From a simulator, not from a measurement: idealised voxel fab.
Proc. module: voxel self aligned vias
cross-section cut | 190 nm wide | cells 5 nm
This document writes a cross-section as a grid whose cells are square, and gives it as bands, listed from the top down; one or more rows of cells form a band. Band: top height; bottom height; in nm. Then, left to right: material with width in nm, for each material. "throughout": a single material spanning edge to edge. "empty": empty space. Height 0 is the level under which the wafer as received is all one material. The lowest band goes on downwards, as in "z 0 and below". A width given as "30 to 40" starts at the first number in the band's top row and ends at the second number in its bottom row, shifting by an equal amount at every step from row to row. The designation "no alterations made", where it is given for a processing step, indicates that no cell of the cross-section was altered in the course of that step. "Sealed internal cavities" specifies each empty space that is not open to the top and that occupies no fewer than 8 cells, using the form width x height at distance, the distance measured from the left edge and all three quantities in nm. Read whatever lies past the settings on a step's line as the simulator's own remark about the step. overlay nm: right-of-plan distance of the mask on a masked step; negative values mean left-of-plan.
# Process steps (planned)
1) op RECEIVE | material Si
2) op CONFORMAL_DEP | material SiO2 | thk nm 10
3) op CONFORMAL_DEP | material SiCN | thk nm 5
4) op DIRECTIONAL_DEP | material lowk | thk nm 20
5) op PATTERN | tone open | mask id LINES | material resist | width nm 25 | pitch nm 65 | thk nm 20 | overlay nm 0
6) op DIRECTIONAL_ETCH | etch materials lowk | depth nm 20
7) op STRIP | etch materials resist
8) op CONFORMAL_DEP | material TiN | thk nm 5
9) op FILL_DEP | material Ru | thk nm 10
10) op CMP | height nm 35
11) op SELECTIVE_ETCH | etch materials W Ru TiN | depth nm 5
12) op FILL_DEP | material SiN | thk nm 5
13) op CMP | height nm 35
14) op DIRECTIONAL_DEP | material lowk | thk nm 20
15) op MASKED_ETCH | tone open | mask id VIAS | width nm 35 | etch materials lowk | depth nm 20 | overlay nm 0
16) op MASKED_ETCH | tone open | mask id VIAS | width nm 35 | etch materials SiN | depth nm 5 | overlay nm 0
17) op CONFORMAL_DEP | material TiN | thk nm 5
18) op FILL_DEP | material Ru | thk nm 5
19) op CMP | height nm 55
20) op CONFORMAL_DEP | material SiCN | thk nm 5
# Cross-section: wafer on arrival = after step 1
* z 0 and below | Si throughout
* Sealed internal cavities: none
# Post-module cross-section of the first of two wafers (run per plan)
* z 60 to 55 | SiCN throughout
* z 55 to 40 | 45 lowk | 5 TiN | 25 Ru | 5 TiN | 110 lowk
* z 40 to 35 | 45 lowk | 10 TiN | 15 Ru | 10 TiN | 110 lowk
* z 35 to 30 | 50 lowk | 25 TiN | 40 lowk | 25 SiN | 50 lowk
* z 30 to 20 | 50 lowk | 5 TiN | 15 Ru | 5 TiN | 40 lowk | 5 TiN | 15 Ru | 5 TiN | 50 lowk
* z 20 to 15 | 50 lowk | 25 TiN | 40 lowk | 25 TiN | 50 lowk
* z 15 to 10 | SiCN throughout
* z 10 to 0 | SiO2 throughout
* z 0 and below | Si throughout
* Sealed internal cavities: none
# Here's the second of our two wafers sectioned at module end. Same start as the first, same plan, but one mistake got made running it
* z 60 to 55 | SiCN throughout
* z 55 to 40 | 45 lowk | 5 TiN | 25 Ru | 5 TiN | 110 lowk
* z 40 to 35 | 45 lowk | 10 TiN | 15 Ru | 10 TiN | 110 lowk
* z 35 to 30 | 50 lowk | 25 TiN | 40 lowk | 25 SiN | 50 lowk
* z 30 to 20 | 50 lowk | 5 TiN | 15 Ru | 5 TiN | 40 lowk | 5 TiN | 15 Ru | 5 TiN | 50 lowk
* z 20 to 15 | 50 lowk | 25 TiN | 40 lowk | 25 TiN | 50 lowk
* z 15 to 10 | lowk throughout
* z 10 to 0 | SiO2 throughout
* z 0 and below | Si throughout
* Sealed internal cavities: none
What was done differently from what was planned? not per plan at step 3, really ran op CONFORMAL_DEP | material lowk | thk nm 5
Bottom line after processing is that, in cells, the second wafer is up or down on some materials versus the first: SiCN: 38 fewer, lowk: 38 more
